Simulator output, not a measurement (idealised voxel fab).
process module | voxel transistor to metal
cross-section cut | 215 nm wide | cells 5 nm
A cross-section is a grid of square cells, given in bands from the top down. A band is one or more rows of cells.
Each band's line starts with the height of the band's top and of its bottom, in nm. Then come its materials from left to right, each with its width in nm. One material with "throughout" fills the band from edge to edge. "air" is empty space.
Height 0 is the level under which the wafer as received is all one material. The lowest band goes on downwards, as in "0 down".
A width such as "30 to 40" changes by the same amount from each row of cells to the next, from the band's top row to its bottom row.
"no change" after a step means that no cell of the cross-section changed.
closed voids: empty space of 8 cells or more with no open way to the top, each as width x height at its distance from the left edge, in nm
after a step's settings: what the simulator itself notes on the step
overlay nm, on a step with a mask: how far to the right of its planned place the mask lay; to the left if negative
plan
1 op RECEIVE | material Si
2 op CONFORMAL_DEP | material SiO2 | thk nm 5
3 op CONFORMAL_DEP | material SiN | thk nm 10
4 op DIRECTIONAL_DEP | material aC | thk nm 15
5 op PATTERN | tone cover | mask id ACTIVE | material resist | width nm 115 | thk nm 30 | overlay nm 0
6 op DIRECTIONAL_ETCH | etch materials aC | depth nm 15
7 op STRIP | etch materials resist
8 op DIRECTIONAL_ETCH | etch materials SiN | depth nm 10
9 op DIRECTIONAL_ETCH | etch materials SiO2 | depth nm 5
10 op DIRECTIONAL_ETCH | etch materials Si | depth nm 30
11 op STRIP | etch materials aC
12 op FILL_DEP | material SiO2 | thk nm 10
13 op CMP | height nm 15
14 op SELECTIVE_ETCH | etch materials SiO2 | depth nm 5
15 op STRIP | etch materials SiN
16 op SELECTIVE_ETCH | etch materials SiO2 | depth nm 5
17 op OXIDIZE | depth nm 5
18 op DIRECTIONAL_DEP | material polySi | thk nm 30
19 op DIRECTIONAL_DEP | material SiCN | thk nm 15
20 op MASKED_ETCH | tone cover | mask id GATE | width nm 35 | etch materials SiCN | depth nm 25 | overlay nm 0
21 op MASKED_ETCH | tone cover | mask id GATE | width nm 35 | etch materials polySi | depth nm 40 | overlay nm 0
22 op CONFORMAL_DEP | material SiO2 | thk nm 5
23 op DIRECTIONAL_ETCH | etch materials SiO2 | depth nm 5
24 op CONFORMAL_DEP | material SiN | thk nm 5
25 op DIRECTIONAL_ETCH | etch materials SiN | depth nm 5
26 op DIRECTIONAL_ETCH | etch materials SiO2 | depth nm 5
27 op DIRECTIONAL_ETCH | etch materials Si | depth nm 15
28 op EPI | material pSi | thk nm 20
29 op FILL_DEP | material SiO2 | thk nm 5
30 op CMP | height nm 30
31 op STRIP | etch materials polySi
32 op SELECTIVE_ETCH | etch materials SiO2 | depth nm 5
33 op CONFORMAL_DEP | material HfO2 | thk nm 5
34 op CONFORMAL_DEP | material TiN | thk nm 5
35 op FILL_DEP | material W | thk nm 5
36 op CMP | height nm 25
37 op DIRECTIONAL_DEP | material SiO2 | thk nm 10
38 op MASKED_ETCH | tone open | mask id CONTACT | width nm 20 | pitch nm 85 | etch materials SiO2 | depth nm 20 | overlay nm 0
39 op CONFORMAL_DEP | material TiN | thk nm 5
40 op FILL_DEP | material W | thk nm 5
41 op CMP | height nm 35
42 op DIRECTIONAL_DEP | material TiN | thk nm 5
43 op DIRECTIONAL_DEP | material W | thk nm 15
44 op MASKED_ETCH | tone cover | mask id METAL_1 | width nm 20 | pitch nm 85 | etch materials W | depth nm 15 | overlay nm 0
45 op MASKED_ETCH | tone cover | mask id METAL_1 | width nm 20 | pitch nm 85 | etch materials TiN | depth nm 5 | overlay nm 0
46 op FILL_DEP | material SiO2 | thk nm 5
47 op CMP | height nm 55
48 op CONFORMAL_DEP | material SiN | thk nm 5
first wafer, as planned
as received, after step 1
  0 down: Si throughout
  closed voids: none
after step 2
  5 to 0: SiO2 throughout
  below 0: unchanged
after step 3
  15 to 5: SiN throughout
  below 5: unchanged
after step 4
  30 to 15: aC throughout
  below 15: unchanged
after step 5
  60 to 30: air 50 | resist 115 | air 50
  below 30: unchanged
after step 6
  45 to 30: air 50 | resist 115 | air 50
  30 to 15: air 50 | aC 115 | air 50
  below 15: unchanged
after step 7
  30 to 15: air 50 | aC 115 | air 50
  below 15: unchanged
after step 8
  30 to 15: air 50 | aC 115 | air 50
  15 to 5: air 50 | SiN 115 | air 50
  below 5: unchanged
after step 9
  30 to 15: air 50 | aC 115 | air 50
  15 to 5: air 50 | SiN 115 | air 50
  5 to 0: air 50 | SiO2 115 | air 50
  below 0: unchanged
after step 10
  30 to 15: air 50 | aC 115 | air 50
  15 to 5: air 50 | SiN 115 | air 50
  5 to 0: air 50 | SiO2 115 | air 50
  0 to -30: air 50 | Si 115 | air 50
  below -30: unchanged
after step 11
  15 to 5: air 50 | SiN 115 | air 50
  below 5: unchanged
after step 12
  25 to 15: SiO2 throughout
  15 to 5: SiO2 50 | SiN 115 | SiO2 50
  5 to 0: SiO2 throughout
  0 to -30: SiO2 50 | Si 115 | SiO2 50
  below -30: unchanged
after step 13
  15 to 5: SiO2 50 | SiN 115 | SiO2 50
  below 5: unchanged
after step 14
  15 to 10: air 50 | SiN 115 | air 50
  below 10: unchanged
after step 15
  10 to 5: SiO2 50 | air 115 | SiO2 50
  below 5: unchanged
after step 16
  5 to 0: SiO2 45 | air 125 | SiO2 45
  below 0: unchanged
after step 17
  5 to 0: SiO2 45 | air 125 | SiO2 45
  0 to -5: SiO2 throughout
  below -5: unchanged
after step 18
  35 to 30: polySi 45 | air 125 | polySi 45
  30 to 5: polySi throughout
  5 to 0: SiO2 45 | polySi 125 | SiO2 45
  below 0: unchanged
after step 19
  50 to 45: SiCN 45 | air 125 | SiCN 45
  45 to 35: SiCN throughout
  35 to 30: polySi 45 | SiCN 125 | polySi 45
  below 30: unchanged
after step 20
  45 to 35: air 90 | SiCN 35 | air 90
  35 to 30: polySi 45 | air 45 | SiCN 35 | air 45 | polySi 45
  below 30: unchanged
after step 21
  45 to 30: air 90 | SiCN 35 | air 90
  30 to 5: air 90 | polySi 35 | air 90
  5 to 0: SiO2 45 | air 45 | polySi 35 | air 45 | SiO2 45
  below 0: unchanged
after step 22
  50 to 45: air 85 | SiO2 45 | air 85
  45 to 30: air 85 | SiO2 5 | SiCN 35 | SiO2 5 | air 85
  30 to 10: air 85 | SiO2 5 | polySi 35 | SiO2 5 | air 85
  10 to 5: SiO2 50 | air 35 | SiO2 5 | polySi 35 | SiO2 5 | air 35 | SiO2 50
  5 to 0: SiO2 90 | polySi 35 | SiO2 90
  below 0: unchanged
after step 23
  45 to 30: air 85 | SiO2 5 | SiCN 35 | SiO2 5 | air 85
  30 to 5: air 85 | SiO2 5 | polySi 35 | SiO2 5 | air 85
  5 to 0: SiO2 50 | air 35 | SiO2 5 | polySi 35 | SiO2 5 | air 35 | SiO2 50
  below 0: unchanged
after step 24
  50 to 45: air 80 | SiN 55 | air 80
  45 to 30: air 80 | SiN 5 | SiO2 5 | SiCN 35 | SiO2 5 | SiN 5 | air 80
  30 to 10: air 80 | SiN 5 | SiO2 5 | polySi 35 | SiO2 5 | SiN 5 | air 80
  10 to 5: SiN 55 | air 25 | SiN 5 | SiO2 5 | polySi 35 | SiO2 5 | SiN 5 | air 25 | SiN 55
  5 to 0: SiO2 50 | SiN 35 | SiO2 5 | polySi 35 | SiO2 5 | SiN 35 | SiO2 50
  below 0: unchanged
after step 25
  45 to 30: air 80 | SiN 5 | SiO2 5 | SiCN 35 | SiO2 5 | SiN 5 | air 80
  30 to 5: air 80 | SiN 5 | SiO2 5 | polySi 35 | SiO2 5 | SiN 5 | air 80
  5 to 0: SiO2 50 | SiN 5 | air 25 | SiN 5 | SiO2 5 | polySi 35 | SiO2 5 | SiN 5 | air 25 | SiN 5 | SiO2 50
  below 0: unchanged
after step 26
  45 to 40: air 80 | SiN 5 | air 5 | SiCN 35 | air 5 | SiN 5 | air 80
  40 to 30: air 80 | SiN 5 | SiO2 5 | SiCN 35 | SiO2 5 | SiN 5 | air 80
  30 to 5: air 80 | SiN 5 | SiO2 5 | polySi 35 | SiO2 5 | SiN 5 | air 80
  5 to 0: air 50 | SiN 5 | air 25 | SiN 5 | SiO2 5 | polySi 35 | SiO2 5 | SiN 5 | air 25 | SiN 5 | air 50
  0 to -5: SiO2 55 | air 25 | SiO2 55 | air 25 | SiO2 55
  below -5: unchanged
after step 27
  45 to 40: air 80 | SiN 5 | air 5 | SiCN 35 | air 5 | SiN 5 | air 80
  40 to 30: air 80 | SiN 5 | SiO2 5 | SiCN 35 | SiO2 5 | SiN 5 | air 80
  30 to 5: air 80 | SiN 5 | SiO2 5 | polySi 35 | SiO2 5 | SiN 5 | air 80
  5 to 0: air 50 | SiN 5 | air 25 | SiN 5 | SiO2 5 | polySi 35 | SiO2 5 | SiN 5 | air 25 | SiN 5 | air 50
  0 to -5: SiO2 55 | air 25 | SiO2 55 | air 25 | SiO2 55
  -5 to -20: SiO2 50 | Si 5 | air 25 | Si 55 | air 25 | Si 5 | SiO2 50
  below -20: unchanged
after step 28
  45 to 40: air 80 | SiN 5 | air 5 | SiCN 35 | air 5 | SiN 5 | air 80
  40 to 30: air 80 | SiN 5 | SiO2 5 | SiCN 35 | SiO2 5 | SiN 5 | air 80
  30 to 15: air 80 | SiN 5 | SiO2 5 | polySi 35 | SiO2 5 | SiN 5 | air 80
  15 to 5: air 45 | pSi 35 | SiN 5 | SiO2 5 | polySi 35 | SiO2 5 | SiN 5 | pSi 35 | air 45
  5 to 0: air 45 | pSi 5 | SiN 5 | pSi 25 | SiN 5 | SiO2 5 | polySi 35 | SiO2 5 | SiN 5 | pSi 25 | SiN 5 | pSi 5 | air 45
  0 to -5: SiO2 55 | pSi 25 | SiO2 55 | pSi 25 | SiO2 55
  -5 to -20: SiO2 50 | Si 5 | pSi 25 | Si 55 | pSi 25 | Si 5 | SiO2 50
  below -20: unchanged
after step 29
  50 to 45: SiO2 throughout
  45 to 30: SiO2 80 | SiN 5 | SiO2 5 | SiCN 35 | SiO2 5 | SiN 5 | SiO2 80
  30 to 15: SiO2 80 | SiN 5 | SiO2 5 | polySi 35 | SiO2 5 | SiN 5 | SiO2 80
  15 to 5: SiO2 45 | pSi 35 | SiN 5 | SiO2 5 | polySi 35 | SiO2 5 | SiN 5 | pSi 35 | SiO2 45
  5 to 0: SiO2 45 | pSi 5 | SiN 5 | pSi 25 | SiN 5 | SiO2 5 | polySi 35 | SiO2 5 | SiN 5 | pSi 25 | SiN 5 | pSi 5 | SiO2 45
  below 0: unchanged
after step 30
  30 to 15: SiO2 80 | SiN 5 | SiO2 5 | polySi 35 | SiO2 5 | SiN 5 | SiO2 80
  below 15: unchanged
after step 31
  30 to 15: SiO2 80 | SiN 5 | SiO2 5 | air 35 | SiO2 5 | SiN 5 | SiO2 80
  15 to 5: SiO2 45 | pSi 35 | SiN 5 | SiO2 5 | air 35 | SiO2 5 | SiN 5 | pSi 35 | SiO2 45
  5 to 0: SiO2 45 | pSi 5 | SiN 5 | pSi 25 | SiN 5 | SiO2 5 | air 35 | SiO2 5 | SiN 5 | pSi 25 | SiN 5 | pSi 5 | SiO2 45
  below 0: unchanged
after step 32
  30 to 25: air 80 | SiN 5 | air 45 | SiN 5 | air 80
  25 to 15: SiO2 80 | SiN 5 | air 45 | SiN 5 | SiO2 80
  15 to 5: SiO2 45 | pSi 35 | SiN 5 | air 45 | SiN 5 | pSi 35 | SiO2 45
  5 to 0: SiO2 45 | pSi 5 | SiN 5 | pSi 25 | SiN 5 | air 45 | SiN 5 | pSi 25 | SiN 5 | pSi 5 | SiO2 45
  0 to -5: SiO2 55 | pSi 25 | SiO2 5 | air 45 | SiO2 5 | pSi 25 | SiO2 55
  below -5: unchanged
after step 33
  35 to 30: air 75 | HfO2 15 | air 35 | HfO2 15 | air 75
  30 to 25: HfO2 80 | SiN 5 | HfO2 5 | air 35 | HfO2 5 | SiN 5 | HfO2 80
  25 to 15: SiO2 80 | SiN 5 | HfO2 5 | air 35 | HfO2 5 | SiN 5 | SiO2 80
  15 to 5: SiO2 45 | pSi 35 | SiN 5 | HfO2 5 | air 35 | HfO2 5 | SiN 5 | pSi 35 | SiO2 45
  5 to 0: SiO2 45 | pSi 5 | SiN 5 | pSi 25 | SiN 5 | HfO2 5 | air 35 | HfO2 5 | SiN 5 | pSi 25 | SiN 5 | pSi 5 | SiO2 45
  0 to -5: SiO2 55 | pSi 25 | SiO2 5 | HfO2 45 | SiO2 5 | pSi 25 | SiO2 55
  below -5: unchanged
after step 34
  40 to 35: air 70 | TiN 25 | air 25 | TiN 25 | air 70
  35 to 30: TiN 75 | HfO2 15 | TiN 5 | air 25 | TiN 5 | HfO2 15 | TiN 75
  30 to 25: HfO2 80 | SiN 5 | HfO2 5 | TiN 5 | air 25 | TiN 5 | HfO2 5 | SiN 5 | HfO2 80
  25 to 15: SiO2 80 | SiN 5 | HfO2 5 | TiN 5 | air 25 | TiN 5 | HfO2 5 | SiN 5 | SiO2 80
  15 to 5: SiO2 45 | pSi 35 | SiN 5 | HfO2 5 | TiN 5 | air 25 | TiN 5 | HfO2 5 | SiN 5 | pSi 35 | SiO2 45
  5 to 0: SiO2 45 | pSi 5 | SiN 5 | pSi 25 | SiN 5 | HfO2 5 | TiN 35 | HfO2 5 | SiN 5 | pSi 25 | SiN 5 | pSi 5 | SiO2 45
  below 0: unchanged
after step 35
  45 to 40: W throughout
  40 to 35: W 70 | TiN 25 | W 25 | TiN 25 | W 70
  35 to 30: TiN 75 | HfO2 15 | TiN 5 | W 25 | TiN 5 | HfO2 15 | TiN 75
  30 to 25: HfO2 80 | SiN 5 | HfO2 5 | TiN 5 | W 25 | TiN 5 | HfO2 5 | SiN 5 | HfO2 80
  25 to 15: SiO2 80 | SiN 5 | HfO2 5 | TiN 5 | W 25 | TiN 5 | HfO2 5 | SiN 5 | SiO2 80
  15 to 5: SiO2 45 | pSi 35 | SiN 5 | HfO2 5 | TiN 5 | W 25 | TiN 5 | HfO2 5 | SiN 5 | pSi 35 | SiO2 45
  below 5: unchanged
after step 36
  25 to 15: SiO2 80 | SiN 5 | HfO2 5 | TiN 5 | W 25 | TiN 5 | HfO2 5 | SiN 5 | SiO2 80
  below 15: unchanged
after step 37
  35 to 25: SiO2 throughout
  below 25: unchanged
after step 38
  35 to 25: SiO2 55 | air 20 | SiO2 65 | air 20 | SiO2 55
  25 to 15: SiO2 55 | air 20 | SiO2 5 | SiN 5 | HfO2 5 | TiN 5 | W 25 | TiN 5 | HfO2 5 | SiN 5 | SiO2 5 | air 20 | SiO2 55
  below 15: unchanged
after step 39
  40 to 35: TiN 60 | air 10 | TiN 75 | air 10 | TiN 60
  35 to 25: SiO2 55 | TiN 5 | air 10 | TiN 5 | SiO2 65 | TiN 5 | air 10 | TiN 5 | SiO2 55
  25 to 20: SiO2 55 | TiN 5 | air 10 | TiN 5 | SiO2 5 | SiN 5 | HfO2 5 | TiN 5 | W 25 | TiN 5 | HfO2 5 | SiN 5 | SiO2 5 | TiN 5 | air 10 | TiN 5 | SiO2 55
  20 to 15: SiO2 55 | TiN 20 | SiO2 5 | SiN 5 | HfO2 5 | TiN 5 | W 25 | TiN 5 | HfO2 5 | SiN 5 | SiO2 5 | TiN 20 | SiO2 55
  below 15: unchanged
after step 40
  45 to 40: W throughout
  40 to 35: TiN 60 | W 10 | TiN 75 | W 10 | TiN 60
  35 to 25: SiO2 55 | TiN 5 | W 10 | TiN 5 | SiO2 65 | TiN 5 | W 10 | TiN 5 | SiO2 55
  25 to 20: SiO2 55 | TiN 5 | W 10 | TiN 5 | SiO2 5 | SiN 5 | HfO2 5 | TiN 5 | W 25 | TiN 5 | HfO2 5 | SiN 5 | SiO2 5 | TiN 5 | W 10 | TiN 5 | SiO2 55
  below 20: unchanged
after step 41
  35 to 25: SiO2 55 | TiN 5 | W 10 | TiN 5 | SiO2 65 | TiN 5 | W 10 | TiN 5 | SiO2 55
  below 25: unchanged
after step 42
  40 to 35: TiN throughout
  below 35: unchanged
after step 43
  55 to 40: W throughout
  below 40: unchanged
after step 44
  55 to 40: air 55 | W 20 | air 65 | W 20 | air 55
  below 40: unchanged
after step 45
  55 to 40: air 55 | W 20 | air 65 | W 20 | air 55
  40 to 35: air 55 | TiN 20 | air 65 | TiN 20 | air 55
  below 35: unchanged
after step 46
  60 to 55: SiO2 throughout
  55 to 40: SiO2 55 | W 20 | SiO2 65 | W 20 | SiO2 55
  40 to 35: SiO2 55 | TiN 20 | SiO2 65 | TiN 20 | SiO2 55
  below 35: unchanged
after step 47
  55 to 40: SiO2 55 | W 20 | SiO2 65 | W 20 | SiO2 55
  below 40: unchanged
after step 48
  60 to 55: SiN throughout
  below 55: unchanged
second wafer: like start, like plan, one mistake. Through step 4 it matches the first wafer
when step 5 should have ended
  60 to 30: air 55 | resist 110 | air 50
  below 30: unchanged
when step 6 should have ended
  45 to 30: air 55 | resist 110 | air 50
  30 to 15: air 55 | aC 110 | air 50
  below 15: unchanged
when step 7 should have ended
  30 to 15: air 55 | aC 110 | air 50
  below 15: unchanged
when step 8 should have ended
  30 to 15: air 55 | aC 110 | air 50
  15 to 5: air 55 | SiN 110 | air 50
  below 5: unchanged
when step 9 should have ended
  30 to 15: air 55 | aC 110 | air 50
  15 to 5: air 55 | SiN 110 | air 50
  5 to 0: air 55 | SiO2 110 | air 50
  below 0: unchanged
when step 10 should have ended
  30 to 15: air 55 | aC 110 | air 50
  15 to 5: air 55 | SiN 110 | air 50
  5 to 0: air 55 | SiO2 110 | air 50
  0 to -30: air 55 | Si 110 | air 50
  below -30: unchanged
when step 11 should have ended
  15 to 5: air 55 | SiN 110 | air 50
  below 5: unchanged
when step 12 should have ended
  25 to 15: SiO2 throughout
  15 to 5: SiO2 55 | SiN 110 | SiO2 50
  5 to 0: SiO2 throughout
  0 to -30: SiO2 55 | Si 110 | SiO2 50
  below -30: unchanged
when step 13 should have ended
  15 to 5: SiO2 55 | SiN 110 | SiO2 50
  below 5: unchanged
when step 14 should have ended
  15 to 10: air 55 | SiN 110 | air 50
  below 10: unchanged
when step 15 should have ended
  10 to 5: SiO2 55 | air 110 | SiO2 50
  below 5: unchanged
when step 16 should have ended
  5 to 0: SiO2 50 | air 120 | SiO2 45
  below 0: unchanged
when step 17 should have ended
  5 to 0: SiO2 50 | air 120 | SiO2 45
  0 to -5: SiO2 throughout
  below -5: unchanged
when step 18 should have ended
  35 to 30: polySi 50 | air 120 | polySi 45
  30 to 5: polySi throughout
  5 to 0: SiO2 50 | polySi 120 | SiO2 45
  below 0: unchanged
when step 19 should have ended
  50 to 45: SiCN 50 | air 120 | SiCN 45
  45 to 35: SiCN throughout
  35 to 30: polySi 50 | SiCN 120 | polySi 45
  below 30: unchanged
when step 20 should have ended
  45 to 35: air 90 | SiCN 35 | air 90
  35 to 30: polySi 50 | air 40 | SiCN 35 | air 45 | polySi 45
  below 30: unchanged
when step 21 should have ended
  45 to 30: air 90 | SiCN 35 | air 90
  30 to 5: air 90 | polySi 35 | air 90
  5 to 0: SiO2 50 | air 40 | polySi 35 | air 45 | SiO2 45
  below 0: unchanged
when step 22 should have ended
  50 to 45: air 85 | SiO2 45 | air 85
  45 to 30: air 85 | SiO2 5 | SiCN 35 | SiO2 5 | air 85
  30 to 10: air 85 | SiO2 5 | polySi 35 | SiO2 5 | air 85
  10 to 5: SiO2 55 | air 30 | SiO2 5 | polySi 35 | SiO2 5 | air 35 | SiO2 50
  5 to 0: SiO2 90 | polySi 35 | SiO2 90
  below 0: unchanged
when step 23 should have ended
  45 to 30: air 85 | SiO2 5 | SiCN 35 | SiO2 5 | air 85
  30 to 5: air 85 | SiO2 5 | polySi 35 | SiO2 5 | air 85
  5 to 0: SiO2 55 | air 30 | SiO2 5 | polySi 35 | SiO2 5 | air 35 | SiO2 50
  below 0: unchanged
when step 24 should have ended
  50 to 45: air 80 | SiN 55 | air 80
  45 to 30: air 80 | SiN 5 | SiO2 5 | SiCN 35 | SiO2 5 | SiN 5 | air 80
  30 to 10: air 80 | SiN 5 | SiO2 5 | polySi 35 | SiO2 5 | SiN 5 | air 80
  10 to 5: SiN 60 | air 20 | SiN 5 | SiO2 5 | polySi 35 | SiO2 5 | SiN 5 | air 25 | SiN 55
  5 to 0: SiO2 55 | SiN 30 | SiO2 5 | polySi 35 | SiO2 5 | SiN 35 | SiO2 50
  below 0: unchanged
when step 25 should have ended
  45 to 30: air 80 | SiN 5 | SiO2 5 | SiCN 35 | SiO2 5 | SiN 5 | air 80
  30 to 5: air 80 | SiN 5 | SiO2 5 | polySi 35 | SiO2 5 | SiN 5 | air 80
  5 to 0: SiO2 55 | SiN 5 | air 20 | SiN 5 | SiO2 5 | polySi 35 | SiO2 5 | SiN 5 | air 25 | SiN 5 | SiO2 50
  below 0: unchanged
when step 26 should have ended
  45 to 40: air 80 | SiN 5 | air 5 | SiCN 35 | air 5 | SiN 5 | air 80
  40 to 30: air 80 | SiN 5 | SiO2 5 | SiCN 35 | SiO2 5 | SiN 5 | air 80
  30 to 5: air 80 | SiN 5 | SiO2 5 | polySi 35 | SiO2 5 | SiN 5 | air 80
  5 to 0: air 55 | SiN 5 | air 20 | SiN 5 | SiO2 5 | polySi 35 | SiO2 5 | SiN 5 | air 25 | SiN 5 | air 50
  0 to -5: SiO2 60 | air 20 | SiO2 55 | air 25 | SiO2 55
  below -5: unchanged
when step 27 should have ended
  45 to 40: air 80 | SiN 5 | air 5 | SiCN 35 | air 5 | SiN 5 | air 80
  40 to 30: air 80 | SiN 5 | SiO2 5 | SiCN 35 | SiO2 5 | SiN 5 | air 80
  30 to 5: air 80 | SiN 5 | SiO2 5 | polySi 35 | SiO2 5 | SiN 5 | air 80
  5 to 0: air 55 | SiN 5 | air 20 | SiN 5 | SiO2 5 | polySi 35 | SiO2 5 | SiN 5 | air 25 | SiN 5 | air 50
  0 to -5: SiO2 60 | air 20 | SiO2 55 | air 25 | SiO2 55
  -5 to -20: SiO2 55 | Si 5 | air 20 | Si 55 | air 25 | Si 5 | SiO2 50
  below -20: unchanged
when step 28 should have ended
  45 to 40: air 80 | SiN 5 | air 5 | SiCN 35 | air 5 | SiN 5 | air 80
  40 to 30: air 80 | SiN 5 | SiO2 5 | SiCN 35 | SiO2 5 | SiN 5 | air 80
  30 to 15: air 80 | SiN 5 | SiO2 5 | polySi 35 | SiO2 5 | SiN 5 | air 80
  15 to 5: air 50 | pSi 30 | SiN 5 | SiO2 5 | polySi 35 | SiO2 5 | SiN 5 | pSi 35 | air 45
  5 to 0: air 50 | pSi 5 | SiN 5 | pSi 20 | SiN 5 | SiO2 5 | polySi 35 | SiO2 5 | SiN 5 | pSi 25 | SiN 5 | pSi 5 | air 45
  0 to -5: SiO2 60 | pSi 20 | SiO2 55 | pSi 25 | SiO2 55
  -5 to -20: SiO2 55 | Si 5 | pSi 20 | Si 55 | pSi 25 | Si 5 | SiO2 50
  below -20: unchanged
when step 29 should have ended
  50 to 45: SiO2 throughout
  45 to 30: SiO2 80 | SiN 5 | SiO2 5 | SiCN 35 | SiO2 5 | SiN 5 | SiO2 80
  30 to 15: SiO2 80 | SiN 5 | SiO2 5 | polySi 35 | SiO2 5 | SiN 5 | SiO2 80
  15 to 5: SiO2 50 | pSi 30 | SiN 5 | SiO2 5 | polySi 35 | SiO2 5 | SiN 5 | pSi 35 | SiO2 45
  5 to 0: SiO2 50 | pSi 5 | SiN 5 | pSi 20 | SiN 5 | SiO2 5 | polySi 35 | SiO2 5 | SiN 5 | pSi 25 | SiN 5 | pSi 5 | SiO2 45
  below 0: unchanged
when step 30 should have ended
  30 to 15: SiO2 80 | SiN 5 | SiO2 5 | polySi 35 | SiO2 5 | SiN 5 | SiO2 80
  below 15: unchanged
when step 31 should have ended
  30 to 15: SiO2 80 | SiN 5 | SiO2 5 | air 35 | SiO2 5 | SiN 5 | SiO2 80
  15 to 5: SiO2 50 | pSi 30 | SiN 5 | SiO2 5 | air 35 | SiO2 5 | SiN 5 | pSi 35 | SiO2 45
  5 to 0: SiO2 50 | pSi 5 | SiN 5 | pSi 20 | SiN 5 | SiO2 5 | air 35 | SiO2 5 | SiN 5 | pSi 25 | SiN 5 | pSi 5 | SiO2 45
  below 0: unchanged
when step 32 should have ended
  30 to 25: air 80 | SiN 5 | air 45 | SiN 5 | air 80
  25 to 15: SiO2 80 | SiN 5 | air 45 | SiN 5 | SiO2 80
  15 to 5: SiO2 50 | pSi 30 | SiN 5 | air 45 | SiN 5 | pSi 35 | SiO2 45
  5 to 0: SiO2 50 | pSi 5 | SiN 5 | pSi 20 | SiN 5 | air 45 | SiN 5 | pSi 25 | SiN 5 | pSi 5 | SiO2 45
  0 to -5: SiO2 60 | pSi 20 | SiO2 5 | air 45 | SiO2 5 | pSi 25 | SiO2 55
  below -5: unchanged
when step 33 should have ended
  35 to 30: air 75 | HfO2 15 | air 35 | HfO2 15 | air 75
  30 to 25: HfO2 80 | SiN 5 | HfO2 5 | air 35 | HfO2 5 | SiN 5 | HfO2 80
  25 to 15: SiO2 80 | SiN 5 | HfO2 5 | air 35 | HfO2 5 | SiN 5 | SiO2 80
  15 to 5: SiO2 50 | pSi 30 | SiN 5 | HfO2 5 | air 35 | HfO2 5 | SiN 5 | pSi 35 | SiO2 45
  5 to 0: SiO2 50 | pSi 5 | SiN 5 | pSi 20 | SiN 5 | HfO2 5 | air 35 | HfO2 5 | SiN 5 | pSi 25 | SiN 5 | pSi 5 | SiO2 45
  0 to -5: SiO2 60 | pSi 20 | SiO2 5 | HfO2 45 | SiO2 5 | pSi 25 | SiO2 55
  below -5: unchanged
when step 34 should have ended
  40 to 35: air 70 | TiN 25 | air 25 | TiN 25 | air 70
  35 to 30: TiN 75 | HfO2 15 | TiN 5 | air 25 | TiN 5 | HfO2 15 | TiN 75
  30 to 25: HfO2 80 | SiN 5 | HfO2 5 | TiN 5 | air 25 | TiN 5 | HfO2 5 | SiN 5 | HfO2 80
  25 to 15: SiO2 80 | SiN 5 | HfO2 5 | TiN 5 | air 25 | TiN 5 | HfO2 5 | SiN 5 | SiO2 80
  15 to 5: SiO2 50 | pSi 30 | SiN 5 | HfO2 5 | TiN 5 | air 25 | TiN 5 | HfO2 5 | SiN 5 | pSi 35 | SiO2 45
  5 to 0: SiO2 50 | pSi 5 | SiN 5 | pSi 20 | SiN 5 | HfO2 5 | TiN 35 | HfO2 5 | SiN 5 | pSi 25 | SiN 5 | pSi 5 | SiO2 45
  below 0: unchanged
when step 35 should have ended
  45 to 40: W throughout
  40 to 35: W 70 | TiN 25 | W 25 | TiN 25 | W 70
  35 to 30: TiN 75 | HfO2 15 | TiN 5 | W 25 | TiN 5 | HfO2 15 | TiN 75
  30 to 25: HfO2 80 | SiN 5 | HfO2 5 | TiN 5 | W 25 | TiN 5 | HfO2 5 | SiN 5 | HfO2 80
  25 to 15: SiO2 80 | SiN 5 | HfO2 5 | TiN 5 | W 25 | TiN 5 | HfO2 5 | SiN 5 | SiO2 80
  15 to 5: SiO2 50 | pSi 30 | SiN 5 | HfO2 5 | TiN 5 | W 25 | TiN 5 | HfO2 5 | SiN 5 | pSi 35 | SiO2 45
  below 5: unchanged
when step 36 should have ended
  25 to 15: SiO2 80 | SiN 5 | HfO2 5 | TiN 5 | W 25 | TiN 5 | HfO2 5 | SiN 5 | SiO2 80
  below 15: unchanged
when step 37 should have ended
  35 to 25: SiO2 throughout
  below 25: unchanged
when step 38 should have ended
  35 to 25: SiO2 55 | air 20 | SiO2 65 | air 20 | SiO2 55
  25 to 15: SiO2 55 | air 20 | SiO2 5 | SiN 5 | HfO2 5 | TiN 5 | W 25 | TiN 5 | HfO2 5 | SiN 5 | SiO2 5 | air 20 | SiO2 55
  below 15: unchanged
when step 39 should have ended
  40 to 35: TiN 60 | air 10 | TiN 75 | air 10 | TiN 60
  35 to 25: SiO2 55 | TiN 5 | air 10 | TiN 5 | SiO2 65 | TiN 5 | air 10 | TiN 5 | SiO2 55
  25 to 20: SiO2 55 | TiN 5 | air 10 | TiN 5 | SiO2 5 | SiN 5 | HfO2 5 | TiN 5 | W 25 | TiN 5 | HfO2 5 | SiN 5 | SiO2 5 | TiN 5 | air 10 | TiN 5 | SiO2 55
  20 to 15: SiO2 55 | TiN 20 | SiO2 5 | SiN 5 | HfO2 5 | TiN 5 | W 25 | TiN 5 | HfO2 5 | SiN 5 | SiO2 5 | TiN 20 | SiO2 55
  below 15: unchanged
when step 40 should have ended
  45 to 40: W throughout
  40 to 35: TiN 60 | W 10 | TiN 75 | W 10 | TiN 60
  35 to 25: SiO2 55 | TiN 5 | W 10 | TiN 5 | SiO2 65 | TiN 5 | W 10 | TiN 5 | SiO2 55
  25 to 20: SiO2 55 | TiN 5 | W 10 | TiN 5 | SiO2 5 | SiN 5 | HfO2 5 | TiN 5 | W 25 | TiN 5 | HfO2 5 | SiN 5 | SiO2 5 | TiN 5 | W 10 | TiN 5 | SiO2 55
  below 20: unchanged
when step 41 should have ended
  35 to 25: SiO2 55 | TiN 5 | W 10 | TiN 5 | SiO2 65 | TiN 5 | W 10 | TiN 5 | SiO2 55
  below 25: unchanged
when step 42 should have ended
  40 to 35: TiN throughout
  below 35: unchanged
when step 43 should have ended
  55 to 40: W throughout
  below 40: unchanged
when step 44 should have ended
  55 to 40: air 55 | W 20 | air 65 | W 20 | air 55
  below 40: unchanged
when step 45 should have ended
  55 to 40: air 55 | W 20 | air 65 | W 20 | air 55
  40 to 35: air 55 | TiN 20 | air 65 | TiN 20 | air 55
  below 35: unchanged
when step 46 should have ended
  60 to 55: SiO2 throughout
  55 to 40: SiO2 55 | W 20 | SiO2 65 | W 20 | SiO2 55
  40 to 35: SiO2 55 | TiN 20 | SiO2 65 | TiN 20 | SiO2 55
  below 35: unchanged
when step 47 should have ended
  55 to 40: SiO2 55 | W 20 | SiO2 65 | W 20 | SiO2 55
  below 40: unchanged
when step 48 should have ended
  60 to 55: SiN throughout
  below 55: unchanged
what went wrong: step 5 ran as: op PATTERN | tone cover | mask id ACTIVE | material resist | width nm 110 | thk nm 30 | overlay nm 0
at the end the second wafer has, in cells: 2 fewer of Si | 9 more of SiO2 | 7 fewer of pSi
